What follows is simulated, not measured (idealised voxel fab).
The document below concerns the process module designated voxel spacer lines.
175 nm wide, 5 nm square cells: that's cross-section cut.
Format of a cross-section: grid, square cells. Given as bands. Order: top down. Band: one or more rows of cells.
The band entry comprises the height of the band's top followed by the height of its bottom, expressed in nm, and subsequently the band's materials from left to right, each stated together with its width in nm. Where a single material is marked with the word "everywhere", that material fills the band from edge to edge. The word "empty" represents empty space.
We count height from 0. Below that, the starting wafer is all one material. The lowest band never ends at the bottom but goes on down; see "top 0, no bottom" for how that is written.
A width such as "30..40" changes by the same amount from each row of cells to the next, from the band's top row to its bottom row.
For the purposes of this document, the phrase "no modification" attached to a step denotes that no cell within the cross-section was modified by that step.
Each empty space that has no open way to the top and spans at least 8 cells appears under "Enclosed internal cavities" as width x height at distance, the distance counted from the left edge, all in nm.
Read whatever lies past the settings on a step's line as the simulator's own remark about the step.
You can add "overlay nm" to a step's line. For a step with a mask, it describes how far the mask lay to the right of its planned position, and a negative number describes a lay to the left.
LISTED BELOW ARE THE PROCESS STEPS AS PLANNED
1,RECEIVE, material Si
2,CONFORMAL_DEP, material Al2O3, thk nm 10
3,DIRECTIONAL_DEP, material TiN, thk nm 10
4,DIRECTIONAL_DEP, material aC, thk nm 30
5,PATTERN, tone cover, mask id MANDREL, material resist, width nm 20, pitch nm 60, thk nm 40, overlay nm 0
6,DIRECTIONAL_ETCH, etch materials aC, depth nm 30
7,STRIP, etch materials resist
8,CONFORMAL_DEP, material SiN, thk nm 10
9,DIRECTIONAL_ETCH, etch materials SiN, depth nm 10
10,STRIP, etch materials aC
11,DIRECTIONAL_ETCH, etch materials TiN, depth nm 10
12,STRIP, etch materials SiN
OF TWO WAFERS, THE FIRST: RUN ACCORDING TO PLAN
INCOMING WAFER, CROSS-SECTIONAL VIEW, POST STEP 1
* top 0, no bottom  Si everywhere
* Enclosed internal cavities: none
ONCE STEP 2 IS THROUGH, THE WAFER LOOKS LIKE THIS IN CROSS-SECTION
* top 10, bottom 0  Al2O3 everywhere
* Whatever lies below 0 is exactly as it was before.
ONCE STEP 3 IS THROUGH, THE WAFER LOOKS LIKE THIS IN CROSS-SECTION
* top 20, bottom 10  TiN everywhere
* Whatever lies below 10 is exactly as it was before.
ONCE STEP 4 IS THROUGH, THE WAFER LOOKS LIKE THIS IN CROSS-SECTION
* top 50, bottom 20  aC everywhere
* Whatever lies below 20 is exactly as it was before.
ONCE STEP 5 IS THROUGH, THE WAFER LOOKS LIKE THIS IN CROSS-SECTION
* top 90, bottom 50  empty 45 nm, resist 20 nm, empty 40 nm, resist 20 nm, empty 50 nm
* Whatever lies below 50 is exactly as it was before.
ONCE STEP 6 IS THROUGH, THE WAFER LOOKS LIKE THIS IN CROSS-SECTION
* top 60, bottom 50  empty 45 nm, resist 20 nm, empty 40 nm, resist 20 nm, empty 50 nm
* top 50, bottom 20  empty 45 nm, aC 20 nm, empty 40 nm, aC 20 nm, empty 50 nm
* Whatever lies below 20 is exactly as it was before.
ONCE STEP 7 IS THROUGH, THE WAFER LOOKS LIKE THIS IN CROSS-SECTION
* top 50, bottom 20  empty 45 nm, aC 20 nm, empty 40 nm, aC 20 nm, empty 50 nm
* Whatever lies below 20 is exactly as it was before.
ONCE STEP 8 IS THROUGH, THE WAFER LOOKS LIKE THIS IN CROSS-SECTION
* top 60, bottom 50  empty 35 nm, SiN 40 nm, empty 20 nm, SiN 40 nm, empty 40 nm
* top 50, bottom 30  empty 35 nm, SiN 10 nm, aC 20 nm, SiN 10 nm, empty 20 nm, SiN 10 nm, aC 20 nm, SiN 10 nm, empty 40 nm
* top 30, bottom 20  SiN 45 nm, aC 20 nm, SiN 40 nm, aC 20 nm, SiN 50 nm
* Whatever lies below 20 is exactly as it was before.
ONCE STEP 9 IS THROUGH, THE WAFER LOOKS LIKE THIS IN CROSS-SECTION
* top 50, bottom 20  empty 35 nm, SiN 10 nm, aC 20 nm, SiN 10 nm, empty 20 nm, SiN 10 nm, aC 20 nm, SiN 10 nm, empty 40 nm
* Whatever lies below 20 is exactly as it was before.
ONCE STEP 10 IS THROUGH, THE WAFER LOOKS LIKE THIS IN CROSS-SECTION
* top 50, bottom 20  empty 35 nm, SiN 10 nm, empty 20 nm, SiN 10 nm, empty 20 nm, SiN 10 nm, empty 20 nm, SiN 10 nm, empty 40 nm
* Whatever lies below 20 is exactly as it was before.
ONCE STEP 11 IS THROUGH, THE WAFER LOOKS LIKE THIS IN CROSS-SECTION
* top 50, bottom 20  empty 35 nm, SiN 10 nm, empty 20 nm, SiN 10 nm, empty 20 nm, SiN 10 nm, empty 20 nm, SiN 10 nm, empty 40 nm
* top 20, bottom 10  empty 35 nm, TiN 10 nm, empty 20 nm, TiN 10 nm, empty 20 nm, TiN 10 nm, empty 20 nm, TiN 10 nm, empty 40 nm
* Whatever lies below 10 is exactly as it was before.
ONCE STEP 12 IS THROUGH, THE WAFER LOOKS LIKE THIS IN CROSS-SECTION
* top 20, bottom 10  empty 35 nm, TiN 10 nm, empty 20 nm, TiN 10 nm, empty 20 nm, TiN 10 nm, empty 20 nm, TiN 10 nm, empty 40 nm
* Whatever lies below 10 is exactly as it was before.
WHAT FOLLOWS CONCERNS THE SECOND WAFER, WHICH STARTED OUT LIKE THE FIRST AND WAS MEANT TO FOLLOW THE VERY SAME PLAN; ONE MISTAKE CREPT IN WHEN IT WAS RUN, BUT EVERYTHING UP TO AND INCLUDING STEP 4 IS THE SAME AS FOR THE FIRST WAFER
HERE IS THE SECOND WAFER IN CROSS-SECTION AT THE POINT WHERE STEP 5 OF THE PLAN SHOULD HAVE BEEN DONE
* top 90, bottom 50  resist 45 nm, empty 20 nm, resist 40 nm, empty 20 nm, resist 50 nm
* Whatever lies below 50 is exactly as it was before.
HERE IS THE SECOND WAFER IN CROSS-SECTION AT THE POINT WHERE STEP 6 OF THE PLAN SHOULD HAVE BEEN DONE
* top 60, bottom 50  resist 45 nm, empty 20 nm, resist 40 nm, empty 20 nm, resist 50 nm
* top 50, bottom 20  aC 45 nm, empty 20 nm, aC 40 nm, empty 20 nm, aC 50 nm
* Whatever lies below 20 is exactly as it was before.
HERE IS THE SECOND WAFER IN CROSS-SECTION AT THE POINT WHERE STEP 7 OF THE PLAN SHOULD HAVE BEEN DONE
* top 50, bottom 20  aC 45 nm, empty 20 nm, aC 40 nm, empty 20 nm, aC 50 nm
* Whatever lies below 20 is exactly as it was before.
HERE IS THE SECOND WAFER IN CROSS-SECTION AT THE POINT WHERE STEP 8 OF THE PLAN SHOULD HAVE BEEN DONE
* top 60, bottom 50  SiN everywhere
* top 50, bottom 20  aC 45 nm, SiN 20 nm, aC 40 nm, SiN 20 nm, aC 50 nm
* Whatever lies below 20 is exactly as it was before.
HERE IS THE SECOND WAFER IN CROSS-SECTION AT THE POINT WHERE STEP 9 OF THE PLAN SHOULD HAVE BEEN DONE
* top 50, bottom 20  aC 45 nm, SiN 20 nm, aC 40 nm, SiN 20 nm, aC 50 nm
* Whatever lies below 20 is exactly as it was before.
HERE IS THE SECOND WAFER IN CROSS-SECTION AT THE POINT WHERE STEP 10 OF THE PLAN SHOULD HAVE BEEN DONE
* top 50, bottom 20  empty 45 nm, SiN 20 nm, empty 40 nm, SiN 20 nm, empty 50 nm
* Whatever lies below 20 is exactly as it was before.
HERE IS THE SECOND WAFER IN CROSS-SECTION AT THE POINT WHERE STEP 11 OF THE PLAN SHOULD HAVE BEEN DONE
* top 50, bottom 20  empty 45 nm, SiN 20 nm, empty 40 nm, SiN 20 nm, empty 50 nm
* top 20, bottom 10  empty 45 nm, TiN 20 nm, empty 40 nm, TiN 20 nm, empty 50 nm
* Whatever lies below 10 is exactly as it was before.
HERE IS THE SECOND WAFER IN CROSS-SECTION AT THE POINT WHERE STEP 12 OF THE PLAN SHOULD HAVE BEEN DONE
* top 20, bottom 10  empty 45 nm, TiN 20 nm, empty 40 nm, TiN 20 nm, empty 50 nm
* Whatever lies below 10 is exactly as it was before.
The plan and the run diverged here: step 5 changed vs plan, executed as PATTERN, tone open, mask id MANDREL, material resist, width nm 20, pitch nm 60, thk nm 40, overlay nm 0
By the end, you'd get the same cell count for each material on either wafer, but the second wafer puts them somewhere else.
